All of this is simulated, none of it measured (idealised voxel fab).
Name of the process module below: voxel released beams
Cross-sectional view cut (width: 260 nm; square cell size: 5 nm).
Throughout this document, each cross-section is represented as a grid of square cells and is presented as a sequence of bands enumerated from the top downward, where a band comprises one or more rows of cells. First you get the band's top height and its bottom height, in nm, and then the materials it's made of, left to right, with each width in nm. If you see a single material with "throughout", that one covers the band edge to edge. "air" is empty space. It should be noted that heights are counted from 0, beneath which the wafer as supplied is of one material throughout, and that the lowest band possesses no lower boundary but continues downward, as written in "0..down". When a width is written as two numbers, as in "30->40", the first number is the width in the top row of cells of the band and the second is the width in its bottom row, and the width changes by the same amount from each row to the next. It should be understood that the words "changes: none", when stated for a given step, signify that the cross-section underwent no change in any of its cells during that step. Listed in "Enclosed void list": every empty space of 8 or more cells without an open way to the top. Form: width x height at distance, the distance being from the left edge, all in nm. The remark found on a step's line after its settings is issued by the simulator itself and pertains to that step. overlay nm: where the mask lay relative to plan, measured to the right, on steps with a mask; negatives go left.

-- So here's the lineup of process steps we planned
1) RECEIVE,material Si
2) CONFORMAL_DEP,material Al2O3,thk nm 5
3) DIRECTIONAL_DEP,material SiO2,thk nm 10
4) PATTERN,tone open,mask id ANCHOR,material resist,width nm 15,thk nm 20,overlay nm 0
5) DIRECTIONAL_ETCH,etch materials SiO2,depth nm 10
6) STRIP,etch materials resist
7) CONFORMAL_DEP,material SiN,thk nm 10
8) PATTERN,tone cover,mask id BEAM,material resist,width nm 105,thk nm 15,overlay nm 0
9) DIRECTIONAL_ETCH,etch materials SiN,depth nm 10
10) STRIP,etch materials resist
11) STRIP,etch materials SiO2
For this document, wafers share an identical start and vary in the step 4 width nm; the plan quotes the first wafer's value.

-- Cross-section of the first of several wafers on receipt, reflecting completion of step 1
0..down | Si throughout
Enclosed void list: none

-- The cross-section of the first of several wafers is given below for the end of the module, after its final step, step 11
25..15 | 75 of air | 105 of SiN | 80 of air
15..5 | 85 of air | 15 of SiN | 160 of air
5..0 | Al2O3 throughout
0..down | Si throughout
Enclosed void list: none

-- last wafer at the end
25..15 | 75 of air | 10 of SiN | 20 of air | 75 of SiN | 80 of air
15..5 | 75 of air | 40 of SiN | 145 of air
5..0 | Al2O3 throughout
0..down | Si throughout
Enclosed void list: none

-- Tabulated below, wafer by wafer, are the end-of-module results: for each material, the number of cells gained (+) or lost (-) relative to the as-received state, followed by the closed voids
width nm 15; +52 Al2O3; +48 SiN; Enclosed void list: none
width nm 20; +52 Al2O3; +50 SiN; Enclosed void list: none
width nm 25; +52 Al2O3; +50 SiN; Enclosed void list: none
width nm 30; +52 Al2O3; +50 SiN; Enclosed void list: none
width nm 35; +52 Al2O3; +50 SiN; Enclosed void list: none
width nm 40; +52 Al2O3; +50 SiN; Enclosed void list: none
